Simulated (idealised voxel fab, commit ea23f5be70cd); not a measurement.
Proc. module: voxel double patterning
For reference, the cross-section in this document is cut, with width 160 nm and square cells of 5 nm.
When this document writes out a cross-section, it uses a grid of square cells and lists it as bands, beginning at the top and moving down, with a band standing for one or more rows of cells. What a band's entry tells you: where the top is and where the bottom is, as heights in nm, and after that what lies inside, material by material from left to right, each with its width in nm. Empty space is written as the word "air", and a single material marked with the word "all across" occupies the band from edge to edge. Convention: height 0 is the level below which the wafer, as received, is all one material. The lowest band does not terminate at the bottom but continues downward, represented as "0 and below". Width "30 to 40": first value at the band's top row of cells, second value at its bottom row, equal change from row to row. "no change occurred" means the step left every cell of the cross-section as it was. "Enclosed void catalog": sealed empty spaces, 8 cells or more, no open way to top, listed width x height at distance, with distance from the left edge and width, height and distance in nm. Read whatever lies past the settings on a step's line as the simulator's own remark about the step. Among the settings permitted on a step's line is "overlay nm"; applied to a step with a mask, it specifies the extent to which the mask lay to the right of its planned position, whereas a negative figure signifies a position to the left.

-- Here's what the planned process steps look like
1 RECEIVE, material Si
2 CONFORMAL_DEP, material SiO2, thk nm 10
3 DIRECTIONAL_DEP, material W, thk nm 20
4 DIRECTIONAL_DEP, material SiCN, thk nm 5
5 MASKED_ETCH, tone open, mask id FIRST, width nm 15, pitch nm 50, etch materials SiCN, depth nm 5, overlay nm 0
6 MASKED_ETCH, tone open, mask id SECOND, width nm 15, pitch nm 50, etch materials SiCN, depth nm 5, overlay nm 0
7 DIRECTIONAL_ETCH, etch materials W, depth nm 20
8 STRIP, etch materials SiCN

-- As received (post step 1): cross-section
  0 and below: Si all across
  Enclosed void catalog: none

-- Look at the cross-section after the module: the wafer started out the way shown above and the plan was the one shown above, yet one mistake was made along the way
  30 down to 0: SiO2 all across
  0 and below: Si all across
  Enclosed void catalog: none
Plan not followed: for step 3, the planned setting was not used; the step was instead run as DIRECTIONAL_DEP, material SiO2, thk nm 20
